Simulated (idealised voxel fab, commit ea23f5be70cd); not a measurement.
process module | voxel self aligned contacts
cross-section cut | 255 nm wide | cells 5 nm
A cross-section is a grid of square cells, given in bands from the top down. A band is one or more rows of cells.
Each band's line starts with the height of the band's top and of its bottom, in nm. Then come its materials from left to right, each with its width in nm. One material with "throughout" fills the band from edge to edge. "air" is empty space.
Height 0 is the level under which the wafer as received is all one material. The lowest band goes on downwards, as in "0 down".
A width such as "30 to 40" changes by the same amount from each row of cells to the next, from the band's top row to its bottom row.
"no change" after a step means that no cell of the cross-section changed.
closed voids: empty space of 8 cells or more with no open way to the top, each as width x height at its distance from the left edge, in nm
after a step's settings: what the simulator itself notes on the step
overlay nm, on a step with a mask: how far to the right of its planned place the mask lay; to the left if negative
plan
1 op RECEIVE | material Si
2 op CONFORMAL_DEP | material SiO2 | thk nm 5
3 op DIRECTIONAL_DEP | material polySi | thk nm 15
4 op DIRECTIONAL_DEP | material SiN | thk nm 25
5 op PATTERN | tone cover | mask id GATE | material resist | width nm 25 | pitch nm 60 | thk nm 15 | overlay nm 0
6 op DIRECTIONAL_ETCH | etch materials SiN | depth nm 25
7 op DIRECTIONAL_ETCH | etch materials polySi | depth nm 25
8 op STRIP | etch materials resist
9 op CONFORMAL_DEP | material SiN | thk nm 10
10 op DIRECTIONAL_ETCH | etch materials SiN | depth nm 10
11 op FILL_DEP | material SiO2 | thk nm 15
12 op CMP | height nm 60
13 op PATTERN | tone open | mask id CONTACT | material resist | width nm 45 | thk nm 15 | overlay nm 0
14 op DIRECTIONAL_ETCH | etch materials SiO2 | depth nm 60
15 op STRIP | etch materials resist
16 op CONFORMAL_DEP | material TiN | thk nm 5
17 op FILL_DEP | material Ru | thk nm 5
18 op CMP | height nm 60
19 op CONFORMAL_DEP | material SiCN | thk nm 5
varied across the wafers: thk nm of step 3. The plan shows the first wafer's value. All wafers start alike
first wafer as received, after step 1
  0 down: Si throughout
  closed voids: none
each wafer at the end: cells of each material gained (+) or lost (-) since it was received, then its closed voids
thk nm 15 | +23 Ru | +51 SiCN | +114 SiN | +414 SiO2 | +31 TiN | +30 polySi | closed voids: none
thk nm 20 | +17 Ru | +51 SiCN | +122 SiN | +402 SiO2 | +31 TiN | +40 polySi | closed voids: none
thk nm 25 | +11 Ru | +51 SiCN | +130 SiN | +390 SiO2 | +31 TiN | +50 polySi | closed voids: none
thk nm 30 | +9 Ru | +51 SiCN | +130 SiN | +351 SiO2 | +21 TiN | +101 polySi | closed voids: none
thk nm 35 | +8 Ru | +51 SiCN | +112 SiN | +321 SiO2 | +19 TiN | +152 polySi | closed voids: none
thk nm 40 | +7 Ru | +51 SiCN | +94 SiN | +291 SiO2 | +17 TiN | +203 polySi | closed voids: none
